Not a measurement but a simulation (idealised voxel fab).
process module | voxel self aligned contacts
cross-section cut | 215 nm wide | cells 5 nm
A cross-section is a grid of square cells, given in bands from the top down. A band is one or more rows of cells.
Each band's line starts with the height of the band's top and of its bottom, in nm. Then come its materials from left to right, each with its width in nm. One material with "throughout" fills the band from edge to edge. "air" is empty space.
Height 0 is the level under which the wafer as received is all one material. The lowest band goes on downwards, as in "0 down".
A width such as "30 to 40" changes by the same amount from each row of cells to the next, from the band's top row to its bottom row.
"no change" after a step means that no cell of the cross-section changed.
closed voids: empty space of 8 cells or more with no open way to the top, each as width x height at its distance from the left edge, in nm
after a step's settings: what the simulator itself notes on the step
overlay nm, on a step with a mask: how far to the right of its planned place the mask lay; to the left if negative
plan
1 op RECEIVE | material Si
2 op OXIDIZE | depth nm 5
3 op DIRECTIONAL_DEP | material polySi | thk nm 25
4 op DIRECTIONAL_DEP | material SiN | thk nm 15
5 op PATTERN | tone cover | mask id GATE | material resist | width nm 35 | pitch nm 65 | thk nm 20 | overlay nm 0
6 op DIRECTIONAL_ETCH | etch materials SiN | depth nm 15
7 op DIRECTIONAL_ETCH | etch materials polySi | depth nm 25
8 op STRIP | etch materials resist
9 op CONFORMAL_DEP | material SiN | thk nm 5
10 op DIRECTIONAL_ETCH | etch materials SiN | depth nm 5
11 op FILL_DEP | material SiO2 | thk nm 15
12 op CMP | height nm 45
13 op MASKED_ETCH | tone open | mask id CONTACT | width nm 40 | etch materials SiO2 | depth nm 50 | overlay nm 0
14 op CONFORMAL_DEP | material TiN | thk nm 5
15 op FILL_DEP | material Ru | thk nm 10
16 op CMP | height nm 45
17 op CONFORMAL_DEP | material SiCN | thk nm 5
first wafer, as planned
as received, after step 1
  0 down: Si throughout
  closed voids: none
after step 2
  0 to -5: SiO2 throughout
  below -5: unchanged
after step 3
  25 to 0: polySi throughout
  below 0: unchanged
after step 4
  40 to 25: SiN throughout
  below 25: unchanged
after step 5
  60 to 40: air 55 | resist 35 | air 30 | resist 35 | air 60
  below 40: unchanged
after step 6
  60 to 40: air 55 | resist 35 | air 30 | resist 35 | air 60
  40 to 25: air 55 | SiN 35 | air 30 | SiN 35 | air 60
  below 25: unchanged
after step 7
  60 to 40: air 55 | resist 35 | air 30 | resist 35 | air 60
  40 to 25: air 55 | SiN 35 | air 30 | SiN 35 | air 60
  25 to 0: air 55 | polySi 35 | air 30 | polySi 35 | air 60
  below 0: unchanged
after step 8
  40 to 25: air 55 | SiN 35 | air 30 | SiN 35 | air 60
  below 25: unchanged
after step 9
  45 to 25: air 50 | SiN 45 | air 20 | SiN 45 | air 55
  25 to 5: air 50 | SiN 5 | polySi 35 | SiN 5 | air 20 | SiN 5 | polySi 35 | SiN 5 | air 55
  5 to 0: SiN 55 | polySi 35 | SiN 30 | polySi 35 | SiN 60
  below 0: unchanged
after step 10
  40 to 25: air 50 | SiN 45 | air 20 | SiN 45 | air 55
  25 to 0: air 50 | SiN 5 | polySi 35 | SiN 5 | air 20 | SiN 5 | polySi 35 | SiN 5 | air 55
  below 0: unchanged
after step 11
  55 to 40: SiO2 throughout
  40 to 25: SiO2 50 | SiN 45 | SiO2 20 | SiN 45 | SiO2 55
  25 to 0: SiO2 50 | SiN 5 | polySi 35 | SiN 5 | SiO2 20 | SiN 5 | polySi 35 | SiN 5 | SiO2 55
  below 0: unchanged
after step 12
  45 to 40: SiO2 throughout
  below 40: unchanged
after step 13
  45 to 40: SiO2 85 | air 40 | SiO2 90
  40 to 25: SiO2 50 | SiN 45 | air 20 | SiN 45 | SiO2 55
  25 to 0: SiO2 50 | SiN 5 | polySi 35 | SiN 5 | air 20 | SiN 5 | polySi 35 | SiN 5 | SiO2 55
  0 to -5: SiO2 95 | air 20 | SiO2 100
  below -5: unchanged
after step 14
  50 to 45: TiN 90 | air 30 | TiN 95
  45 to 40: SiO2 85 | TiN 15 | air 10 | TiN 15 | SiO2 90
  40 to 25: SiO2 50 | SiN 45 | TiN 5 | air 10 | TiN 5 | SiN 45 | SiO2 55
  25 to 0: SiO2 50 | SiN 5 | polySi 35 | SiN 5 | TiN 5 | air 10 | TiN 5 | SiN 5 | polySi 35 | SiN 5 | SiO2 55
  0 to -5: SiO2 95 | TiN 20 | SiO2 100
  below -5: unchanged
after step 15
  60 to 50: Ru throughout
  50 to 45: TiN 90 | Ru 30 | TiN 95
  45 to 40: SiO2 85 | TiN 15 | Ru 10 | TiN 15 | SiO2 90
  40 to 25: SiO2 50 | SiN 45 | TiN 5 | Ru 10 | TiN 5 | SiN 45 | SiO2 55
  25 to 0: SiO2 50 | SiN 5 | polySi 35 | SiN 5 | TiN 5 | Ru 10 | TiN 5 | SiN 5 | polySi 35 | SiN 5 | SiO2 55
  below 0: unchanged
after step 16
  45 to 40: SiO2 85 | TiN 15 | Ru 10 | TiN 15 | SiO2 90
  below 40: unchanged
after step 17
  50 to 45: SiCN throughout
  below 45: unchanged
second wafer: like start, like plan, one mistake. Through step 15 it matches the first wafer
when step 16 should have ended: no change
when step 17 should have ended
  65 to 60: SiCN throughout
  below 60: unchanged
what went wrong: step 16 was left out
at the end the second wafer has, in cells: 92 more of Ru | 37 more of TiN
